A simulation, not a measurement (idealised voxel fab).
Title: Process Module voxel gate over fins
Cross-section cut: width 255 nm, square cells of 5 nm.
When this document writes out a cross-section, it uses a grid of square cells and lists it as bands, beginning at the top and moving down, with a band standing for one or more rows of cells.
The entry gives the band's vertical extent as a top height and a bottom height in nm, then its horizontal make-up as materials from left to right, each with a width in nm. "blank" stands for empty space; a single material marked "edge to edge" fills the band edge to edge.
Counting heights begins at 0, where everything beneath is, in the wafer as received, one material. The lowest band has no bottom; it goes on downwards, as "from 0 down" shows.
The two numbers in a width such as "30 to 40" mark its ends across the band: the first belongs to the top row of cells, the second to the bottom row, and from each row to the next the width moves by the same amount.
When a step is marked "remained the same", none of the cells in the cross-section changed during that step.
Enclosed voids (no open way to top), threshold 8 cells or more, entry "Closed void listing", notation width x height at distance, distance from left edge, nm.
Post-settings text on a step line: simulator's own remark regarding the step.
overlay nm: step with mask; distance mask lay right of planned place; negative value = left of planned place.
List of planned process steps:
- 1: RECEIVE | material Si
- 2: CONFORMAL_DEP | material SiN | thk nm 10
- 3: MASKED_ETCH | tone cover | mask id FINS | width nm 15 | pitch nm 55 | etch materials SiN | depth nm 10 | overlay nm 0
- 4: MASKED_ETCH | tone cover | mask id FINS | width nm 15 | pitch nm 55 | etch materials Si | depth nm 40 | overlay nm 0
- 5: OXIDIZE | depth nm 5
- 6: FILL_DEP | material SiO2 | thk nm 10
- 7: CMP | height nm 10
- 8: DIRECTIONAL_DEP | material aC | thk nm 10
- 9: PATTERN | tone open | mask id RAIL | material resist | width nm 15 | thk nm 30 | overlay nm 0
- 10: DIRECTIONAL_ETCH | etch materials aC | depth nm 10
- 11: STRIP | etch materials resist
- 12: DIRECTIONAL_ETCH | etch materials SiO2 | depth nm 45
- 13: STRIP | etch materials aC
- 14: CONFORMAL_DEP | material TiN | thk nm 5
- 15: FILL_DEP | material W | thk nm 10
- 16: CMP | height nm 10
- 17: SELECTIVE_ETCH | etch materials W Ru TiN | depth nm 35
- 18: FILL_DEP | material SiO2 | thk nm 5
- 19: CMP | height nm 10
- 20: SELECTIVE_ETCH | etch materials SiO2 | depth nm 25
- 21: STRIP | etch materials SiN
- 22: CONFORMAL_DEP | material HfO2 | thk nm 5
- 23: CONFORMAL_DEP | material TiN | thk nm 5
- 24: FILL_DEP | material W | thk nm 15
- 25: CMP | height nm 20
- 26: CONFORMAL_DEP | material SiCN | thk nm 10
Wafer at receipt (post step 1), cross-section:
* from 0 down  Si edge to edge
* Closed void listing: none
A wafer at the end: this start, this plan, one mistake:
* from 30 to 20  SiCN edge to edge
* from 20 to 5  W edge to edge
* from 5 to 0  W=35, then TiN=15, then W=40, then TiN=15, then W=40, then TiN=15, then W=40, then TiN=15, then W=40
* from 0 to -10  W=35, then TiN=5, then Si=5, then TiN=5, then W=40, then TiN=5, then Si=5, then TiN=5, then W=40, then TiN=5, then Si=5, then TiN=5, then W=40, then TiN=5, then Si=5, then TiN=5, then W=40
* from -10 to -15  TiN=40, then Si=5, then TiN=50, then Si=5, then TiN=50, then Si=5, then TiN=50, then Si=5, then TiN=45
* from -15 to -25  SiO2=40, then Si=5, then SiO2=50, then Si=5, then SiO2=50, then Si=5, then SiO2=50, then Si=5, then SiO2=45
* from -25 to -30  SiO2=40, then Si=5, then SiO2=15, then TiN=5, then W=5, then TiN=5, then SiO2=20, then Si=5, then SiO2=50, then Si=5, then SiO2=50, then Si=5, then SiO2=45
* from -30 to -35  SiO2=40, then Si=5, then SiO2=15, then TiN=15, then SiO2=20, then Si=5, then SiO2=50, then Si=5, then SiO2=50, then Si=5, then SiO2=45
* from -35 to -45  SiO2=40, then Si=5, then SiO2=50, then Si=5, then SiO2=50, then Si=5, then SiO2=50, then Si=5, then SiO2=45
* from -45 down  Si edge to edge
* Closed void listing: none
What was done differently from what was planned? step 22 of the plan was excluded from execution and never run
